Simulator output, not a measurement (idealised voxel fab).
Name of the process module below: voxel capacitor over wiring
The width of the displayed cross-section, cut, is 240 nm; its cells are square, with a size of 5 nm.
Format of a cross-section: grid, square cells. Given as bands. Order: top down. Band: one or more rows of cells. This entry defines a band. It first specifies the height of the band's top and the height of its bottom in nm, and then specifies the band's materials from left to right, stating each material with its width in nm. The word "edge to edge" identifies a single material that fills the band from edge to edge, while the word "blank" identifies empty space. Convention: height 0 is the level below which the wafer, as received, is all one material. The lowest band does not terminate at the bottom but continues downward, represented as "z 0 and below". The notation "30 to 40" denotes a width that varies across the rows of cells in the band, beginning at the first number in the top row, finishing at the second number in the bottom row, and changing by an identical amount from each row to the next. What does "remained the same" mean for a step? It means no cell of the cross-section changed in that step. In "Enclosed cavities" the enclosed voids are listed, meaning empty spaces of 8 cells or larger without any opening to the top. The form is width x height at distance, distance from the left edge, units nm. Note: text after step settings on the step line = simulator remark on that step. overlay nm: on a step with a mask, how far right of its planned place the mask lay; negative means left.

[The steps planned for the process are as follows]
| 1 | RECEIVE,material Si |
| 2 | CONFORMAL_DEP,material SiO2,thk nm 10 |
| 3 | DIRECTIONAL_DEP,material TiN,thk nm 5 |
| 4 | DIRECTIONAL_DEP,material W,thk nm 15 |
| 5 | DIRECTIONAL_DEP,material aC,thk nm 15 |
| 6 | PATTERN,tone cover,mask id METAL_1,material resist,width nm 20,pitch nm 70,thk nm 35,overlay nm 0 |
| 7 | DIRECTIONAL_ETCH,etch materials aC,depth nm 15 |
| 8 | STRIP,etch materials resist |
| 9 | DIRECTIONAL_ETCH,etch materials W,depth nm 15 |
| 10 | DIRECTIONAL_ETCH,etch materials TiN,depth nm 5 |
| 11 | STRIP,etch materials aC |
| 12 | FILL_DEP,material lowk,thk nm 5 |
| 13 | CMP,height nm 30 |
| 14 | CONFORMAL_DEP,material SiCN,thk nm 5 |
| 15 | DIRECTIONAL_DEP,material lowk,thk nm 10 |
| 16 | DIRECTIONAL_DEP,material aC,thk nm 10 |
| 17 | PATTERN,tone open,mask id PLUG_1,material resist,width nm 15,thk nm 30,overlay nm 0 |
| 18 | DIRECTIONAL_ETCH,etch materials aC,depth nm 10 |
| 19 | STRIP,etch materials resist |
| 20 | DIRECTIONAL_ETCH,etch materials lowk,depth nm 10 |
| 21 | DIRECTIONAL_ETCH,etch materials SiCN,depth nm 5 |
| 22 | STRIP,etch materials aC |
| 23 | CONFORMAL_DEP,material TiN,thk nm 5 |
| 24 | FILL_DEP,material W,thk nm 10 |
| 25 | CMP,height nm 45 |
| 26 | DIRECTIONAL_DEP,material TiN,thk nm 5 |
| 27 | DIRECTIONAL_DEP,material SiN,thk nm 5 |
| 28 | DIRECTIONAL_DEP,material TiN,thk nm 10 |
| 29 | DIRECTIONAL_DEP,material aC,thk nm 15 |
| 30 | PATTERN,tone cover,mask id UPPER_PLATE,material resist,width nm 55,thk nm 35,overlay nm 0 |
| 31 | DIRECTIONAL_ETCH,etch materials aC,depth nm 15 |
| 32 | STRIP,etch materials resist |
| 33 | DIRECTIONAL_ETCH,etch materials TiN,depth nm 10 |
| 34 | DIRECTIONAL_ETCH,etch materials SiN,depth nm 5 |
| 35 | STRIP,etch materials aC |
| 36 | PATTERN,tone cover,mask id LOWER_PLATE,material resist,width nm 65,thk nm 15,overlay nm 0 |
| 37 | DIRECTIONAL_ETCH,etch materials TiN,depth nm 5 |
| 38 | STRIP,etch materials resist |
| 39 | FILL_DEP,material SiO2,thk nm 15 |
| 40 | CMP,height nm 75 |
| 41 | PATTERN,tone open,mask id PLUG_2,material resist,width nm 15,thk nm 20,overlay nm 0 |
| 42 | DIRECTIONAL_ETCH,etch materials SiO2,depth nm 10 |
| 43 | STRIP,etch materials resist |
| 44 | CONFORMAL_DEP,material TiN,thk nm 5 |
| 45 | FILL_DEP,material Ru,thk nm 5 |
| 46 | CMP,height nm 75 |
| 47 | CONFORMAL_DEP,material SiCN,thk nm 5 |

[Wafer cross-section on receipt, i.e. after step 1]
	z 0 and below = Si edge to edge
	Enclosed cavities: none

[End-of-module cross-section of the first of two wafers, processed as planned]
	z 80 to 75 = SiCN edge to edge
	z 75 to 70 = SiO2 90, then TiN 5, then Ru 5, then TiN 5, then SiO2 135
	z 70 to 65 = SiO2 90, then TiN 15, then SiO2 135
	z 65 to 55 = SiO2 80, then TiN 55, then SiO2 105
	z 55 to 50 = SiO2 80, then SiN 55, then SiO2 105
	z 50 to 45 = SiO2 75, then TiN 65, then SiO2 100
	z 45 to 35 = lowk 80, then TiN 5, then W 5, then TiN 5, then lowk 145
	z 35 to 30 = SiCN 80, then TiN 15, then SiCN 145
	z 30 to 15 = lowk 75, then W 20, then lowk 50, then W 20, then lowk 75
	z 15 to 10 = lowk 75, then TiN 20, then lowk 50, then TiN 20, then lowk 75
	z 10 to 0 = SiO2 edge to edge
	z 0 and below = Si edge to edge
	Enclosed cavities: none

[What the second wafer looks like in cross-section once the module is done. Its start and its plan matched the first wafer's exactly; what differed was one mistake in how it was run]
	z 80 to 75 = SiCN edge to edge
	z 75 to 70 = SiO2 90, then TiN 5, then Ru 5, then TiN 5, then SiO2 135
	z 70 to 65 = SiO2 90, then TiN 15, then SiO2 135
	z 65 to 55 = SiO2 80, then TiN 60, then SiO2 100
	z 55 to 50 = SiO2 80, then SiN 60, then SiO2 100
	z 50 to 45 = SiO2 75, then TiN 65, then SiO2 100
	z 45 to 35 = lowk 80, then TiN 5, then W 5, then TiN 5, then lowk 145
	z 35 to 30 = SiCN 80, then TiN 15, then SiCN 145
	z 30 to 15 = lowk 75, then W 20, then lowk 50, then W 20, then lowk 75
	z 15 to 10 = lowk 75, then TiN 20, then lowk 50, then TiN 20, then lowk 75
	z 10 to 0 = SiO2 edge to edge
	z 0 and below = Si edge to edge
	Enclosed cavities: none
Diagnosis: heads up, step 30 didn't go per plan, it actually ran as PATTERN,tone cover,mask id UPPER_PLATE,material resist,width nm 60,thk nm 35,overlay nm 0
Final cells, second wafer relative to first, materials higher or lower: 1 more of SiN; 3 fewer of SiO2; 2 more of TiN
